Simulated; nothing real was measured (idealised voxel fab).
process module | voxel released beams
cross-section cut | 225 nm wide | cells 5 nm
A cross-section is a grid of square cells, given in bands from the top down. A band is one or more rows of cells.
Each band's line starts with the height of the band's top and of its bottom, in nm. Then come its materials from left to right, each with its width in nm. One material with "throughout" fills the band from edge to edge. "air" is empty space.
Height 0 is the level under which the wafer as received is all one material. The lowest band goes on downwards, as in "0 down".
A width such as "30 to 40" changes by the same amount from each row of cells to the next, from the band's top row to its bottom row.
"no change" after a step means that no cell of the cross-section changed.
closed voids: empty space of 8 cells or more with no open way to the top, each as width x height at its distance from the left edge, in nm
after a step's settings: what the simulator itself notes on the step
overlay nm, on a step with a mask: how far to the right of its planned place the mask lay; to the left if negative
plan
1 op RECEIVE | material Si
2 op CONFORMAL_DEP | material Al2O3 | thk nm 5
3 op DIRECTIONAL_DEP | material SiO2 | thk nm 20
4 op MASKED_ETCH | tone open | mask id ANCHOR | width nm 40 | etch materials SiO2 | depth nm 20 | overlay nm 0
5 op CONFORMAL_DEP | material SiN | thk nm 15
6 op MASKED_ETCH | tone cover | mask id BEAM | width nm 120 | etch materials SiN | depth nm 15 | overlay nm 0
7 op STRIP | etch materials SiO2
as received, after step 1
  0 down: Si throughout
  closed voids: none
first wafer at the end, as planned
  40 to 25: air 50 | SiN 20 | air 10 | SiN 90 | air 55
  25 to 20: air 55 | SiN 15 | air 10 | SiN 15 | air 130
  20 to 5: air 55 | SiN 40 | air 130
  5 to 0: Al2O3 throughout
  0 down: Si throughout
  closed voids: none
second wafer at the end: like start, like plan, one mistake
  55 to 40: air 50 | SiN 120 | air 55
  40 to 25: SiN throughout
  25 to 5: SiO2 55 | SiN 40 | SiO2 130
  5 to 0: Al2O3 throughout
  0 down: Si throughout
  closed voids: none
what went wrong: step 5 was run twice
at the end the second wafer has, in cells: 143 more of SiN | 148 more of SiO2
